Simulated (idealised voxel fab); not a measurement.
process module | voxel transistor to metal
cross-section cut | 245 nm wide | cells 5 nm
A cross-section is a grid of square cells, given in bands from the top down. A band is one or more rows of cells.
Each band's line starts with the height of the band's top and of its bottom, in nm. Then come its materials from left to right, each with its width in nm. One material with "throughout" fills the band from edge to edge. "air" is empty space.
Height 0 is the level under which the wafer as received is all one material. The lowest band goes on downwards, as in "0 down".
A width such as "30 to 40" changes by the same amount from each row of cells to the next, from the band's top row to its bottom row.
"no change" after a step means that no cell of the cross-section changed.
closed voids: empty space of 8 cells or more with no open way to the top, each as width x height at its distance from the left edge, in nm
after a step's settings: what the simulator itself notes on the step
overlay nm, on a step with a mask: how far to the right of its planned place the mask lay; to the left if negative
plan
1 op RECEIVE | material Si
2 op OXIDIZE | depth nm 5
3 op CONFORMAL_DEP | material SiN | thk nm 10
4 op MASKED_ETCH | tone cover | mask id ACTIVE | width nm 95 | pitch nm 115 | etch materials SiN | depth nm 10 | overlay nm 0
5 op MASKED_ETCH | tone cover | mask id ACTIVE | width nm 95 | pitch nm 115 | etch materials SiO2 | depth nm 5 | overlay nm 0
6 op MASKED_ETCH | tone cover | mask id ACTIVE | width nm 95 | pitch nm 115 | etch materials Si | depth nm 35 | overlay nm 0
7 op OXIDIZE | depth nm 5
8 op FILL_DEP | material SiO2 | thk nm 10
9 op CMP | height nm 10
10 op SELECTIVE_ETCH | etch materials SiO2 | depth nm 10
11 op STRIP | etch materials SiN
12 op SELECTIVE_ETCH | etch materials SiO2 | depth nm 5
13 op OXIDIZE | depth nm 5
14 op DIRECTIONAL_DEP | material polySi | thk nm 30
15 op DIRECTIONAL_DEP | material SiCN | thk nm 15
16 op MASKED_ETCH | tone cover | mask id GATE | width nm 25 | pitch nm 115 | etch materials SiCN | depth nm 25 | overlay nm 0
17 op MASKED_ETCH | tone cover | mask id GATE | width nm 25 | pitch nm 115 | etch materials polySi | depth nm 40 | overlay nm 0
18 op CONFORMAL_DEP | material SiN | thk nm 10
19 op DIRECTIONAL_ETCH | etch materials SiN | depth nm 10
20 op DIRECTIONAL_ETCH | etch materials SiO2 | depth nm 5
21 op DIRECTIONAL_ETCH | etch materials Si | depth nm 10
22 op EPI | material SiGe | thk nm 10
23 op FILL_DEP | material SiO2 | thk nm 5
24 op CMP | height nm 25
25 op STRIP | etch materials polySi
26 op SELECTIVE_ETCH | etch materials SiO2 | depth nm 5
27 op CONFORMAL_DEP | material HfO2 | thk nm 5
28 op CONFORMAL_DEP | material TiN | thk nm 5
29 op FILL_DEP | material W | thk nm 10
30 op CMP | height nm 20
31 op DIRECTIONAL_DEP | material SiO2 | thk nm 15
32 op DIRECTIONAL_DEP | material aC | thk nm 10
33 op PATTERN | tone open | mask id CONTACT | material resist | width nm 15 | thk nm 30 | overlay nm 0
34 op DIRECTIONAL_ETCH | etch materials aC | depth nm 10
35 op STRIP | etch materials resist
36 op DIRECTIONAL_ETCH | etch materials SiO2 | depth nm 45
37 op STRIP | etch materials aC
38 op CONFORMAL_DEP | material TiN | thk nm 5
39 op FILL_DEP | material W | thk nm 5
40 op CMP | height nm 35
41 op CONFORMAL_DEP | material SiCN | thk nm 5
42 op DIRECTIONAL_DEP | material lowk | thk nm 25
43 op DIRECTIONAL_DEP | material aC | thk nm 15
44 op PATTERN | tone open | mask id METAL_1 | material resist | width nm 15 | thk nm 35 | overlay nm 0
45 op DIRECTIONAL_ETCH | etch materials aC | depth nm 15
46 op STRIP | etch materials resist
47 op DIRECTIONAL_ETCH | etch materials lowk | depth nm 25
48 op DIRECTIONAL_ETCH | etch materials SiCN | depth nm 5
49 op STRIP | etch materials aC
50 op CONFORMAL_DEP | material TiN | thk nm 5
51 op FILL_DEP | material Cu | thk nm 10
52 op CMP | height nm 65
53 op CONFORMAL_DEP | material SiCN | thk nm 5
54 op DIRECTIONAL_DEP | material SiO2 | thk nm 25
55 op DIRECTIONAL_DEP | material aC | thk nm 10
56 op PATTERN | tone open | mask id METAL_2 | material resist | width nm 15 | pitch nm 115 | thk nm 25 | overlay nm 0
57 op DIRECTIONAL_ETCH | etch materials aC | depth nm 10
58 op STRIP | etch materials resist
59 op DIRECTIONAL_ETCH | etch materials SiO2 | depth nm 15
60 op STRIP | etch materials aC
61 op DIRECTIONAL_DEP | material aC | thk nm 15
62 op PATTERN | tone open | mask id METAL_2_HOLES | material resist | width nm 15 | pitch nm 115 | thk nm 35 | overlay nm 0
63 op DIRECTIONAL_ETCH | etch materials aC | depth nm 15
64 op STRIP | etch materials resist
65 op DIRECTIONAL_ETCH | etch materials SiO2 | depth nm 10
66 op DIRECTIONAL_ETCH | etch materials SiCN | depth nm 5
67 op STRIP | etch materials aC
68 op CONFORMAL_DEP | material TiN | thk nm 5
69 op FILL_DEP | material Cu | thk nm 10
70 op CMP | height nm 95
71 op CONFORMAL_DEP | material SiN | thk nm 5
as received, after step 1
  0 down: Si throughout
  closed voids: none
first wafer at the end, as planned
  100 to 95: SiN throughout
  95 to 70: SiO2 20 | TiN 5 | Cu 5 | TiN 5 | SiO2 100 | TiN 5 | Cu 5 | TiN 5 | SiO2 95
  70 to 65: SiCN 20 | TiN 15 | SiCN 100 | TiN 15 | SiCN 95
  65 to 40: lowk 20 | TiN 5 | Cu 5 | TiN 5 | lowk 55 | TiN 5 | Cu 5 | TiN 5 | lowk 30 | TiN 5 | Cu 5 | TiN 5 | lowk 55 | TiN 5 | Cu 5 | TiN 5 | lowk 25
  40 to 35: SiCN 20 | TiN 15 | SiCN 55 | TiN 15 | SiCN 30 | TiN 15 | SiCN 55 | TiN 15 | SiCN 25
  35 to 20: SiO2 20 | TiN 5 | W 5 | TiN 5 | SiO2 55 | TiN 5 | W 5 | TiN 5 | SiO2 30 | TiN 5 | W 5 | TiN 5 | SiO2 55 | TiN 5 | W 5 | TiN 5 | SiO2 25
  20 to 5: SiO2 20 | TiN 5 | W 5 | TiN 5 | SiO2 5 | SiN 10 | HfO2 5 | TiN 5 | W 5 | TiN 5 | HfO2 5 | SiN 10 | SiO2 5 | TiN 5 | W 5 | TiN 5 | SiO2 30 | TiN 5 | W 5 | TiN 5 | SiO2 5 | SiN 10 | HfO2 5 | TiN 5 | W 5 | TiN 5 | HfO2 5 | SiN 10 | SiO2 5 | TiN 5 | W 5 | TiN 5 | SiO2 25
  5 to 0: SiO2 20 | TiN 15 | SiO2 5 | SiN 10 | HfO2 5 | TiN 5 | W 5 | TiN 5 | HfO2 5 | SiN 10 | SiO2 5 | TiN 15 | SiO2 30 | TiN 15 | SiO2 5 | SiN 10 | HfO2 5 | TiN 5 | W 5 | TiN 5 | HfO2 5 | SiN 10 | SiO2 5 | TiN 15 | SiO2 25
  0 to -5: SiO2 20 | TiN 10 | SiGe 10 | SiN 10 | HfO2 5 | TiN 15 | HfO2 5 | SiN 10 | SiGe 10 | TiN 10 | SiO2 30 | TiN 10 | SiGe 10 | SiN 10 | HfO2 5 | TiN 15 | HfO2 5 | SiN 10 | SiGe 10 | TiN 10 | SiO2 25
  -5 to -10: SiO2 20 | TiN 10 | SiGe 10 | SiO2 5 | HfO2 35 | SiO2 5 | SiGe 10 | TiN 10 | SiO2 30 | TiN 10 | SiGe 10 | SiO2 5 | HfO2 35 | SiO2 5 | SiGe 10 | TiN 10 | SiO2 25
  -10 to -20: SiO2 20 | SiGe 20 | Si 45 | SiGe 20 | SiO2 30 | SiGe 20 | Si 45 | SiGe 20 | SiO2 25
  -20 to -45: SiO2 20 | Si 85 | SiO2 30 | Si 85 | SiO2 25
  -45 down: Si throughout
  closed voids: none
second wafer at the end: like start, like plan, one mistake
  100 to 95: SiN throughout
  95 to 70: SiO2 20 | TiN 5 | Cu 5 | TiN 5 | SiO2 100 | TiN 5 | Cu 5 | TiN 5 | SiO2 95
  70 to 65: SiCN 20 | TiN 15 | SiCN 100 | TiN 15 | SiCN 95
  65 to 40: lowk 20 | TiN 5 | Cu 5 | TiN 5 | lowk 55 | TiN 5 | Cu 5 | TiN 5 | lowk 30 | TiN 5 | Cu 5 | TiN 5 | lowk 55 | TiN 5 | Cu 5 | TiN 5 | lowk 25
  40 to 35: SiCN 20 | TiN 15 | SiCN 55 | TiN 15 | SiCN 30 | TiN 15 | SiCN 55 | TiN 15 | SiCN 25
  35 to 20: SiO2 20 | TiN 5 | W 5 | TiN 5 | SiO2 55 | TiN 5 | W 5 | TiN 5 | SiO2 30 | TiN 5 | W 5 | TiN 5 | SiO2 55 | TiN 5 | W 5 | TiN 5 | SiO2 25
  20 to 5: SiO2 20 | TiN 5 | W 5 | TiN 5 | SiO2 5 | SiN 10 | HfO2 5 | TiN 5 | W 5 | TiN 5 | HfO2 5 | SiN 10 | SiO2 5 | TiN 5 | W 5 | TiN 5 | SiO2 30 | TiN 5 | W 5 | TiN 5 | SiO2 5 | SiN 10 | HfO2 5 | TiN 5 | W 5 | TiN 5 | HfO2 5 | SiN 10 | SiO2 5 | TiN 5 | W 5 | TiN 5 | SiO2 25
  5 to 0: SiO2 20 | TiN 15 | SiO2 5 | SiN 10 | HfO2 5 | TiN 5 | W 5 | TiN 5 | HfO2 5 | SiN 10 | SiO2 5 | TiN 15 | SiO2 30 | TiN 15 | SiO2 5 | SiN 10 | HfO2 5 | TiN 5 | W 5 | TiN 5 | HfO2 5 | SiN 10 | SiO2 5 | TiN 15 | SiO2 25
  0 to -5: SiO2 20 | TiN 10 | SiGe 10 | SiN 10 | HfO2 5 | TiN 15 | HfO2 5 | SiN 10 | SiGe 10 | TiN 10 | SiO2 30 | TiN 10 | SiGe 10 | SiN 10 | HfO2 5 | TiN 15 | HfO2 5 | SiN 10 | SiGe 10 | TiN 10 | SiO2 25
  -5 to -10: SiO2 20 | TiN 10 | SiGe 10 | SiO2 5 | HfO2 35 | SiO2 5 | SiGe 10 | TiN 10 | SiO2 30 | TiN 10 | SiGe 10 | SiO2 5 | HfO2 35 | SiO2 5 | SiGe 10 | TiN 10 | SiO2 25
  -10 to -20: SiO2 20 | SiGe 20 | Si 45 | SiGe 20 | SiO2 30 | SiGe 20 | Si 45 | SiGe 20 | SiO2 25
  -20 to -80: SiO2 20 | Si 85 | SiO2 30 | Si 85 | SiO2 25
  -80 down: Si throughout
  closed voids: none
what went wrong: step 6 was run twice
at the end the second wafer has, in cells: 105 fewer of Si | 105 more of SiO2
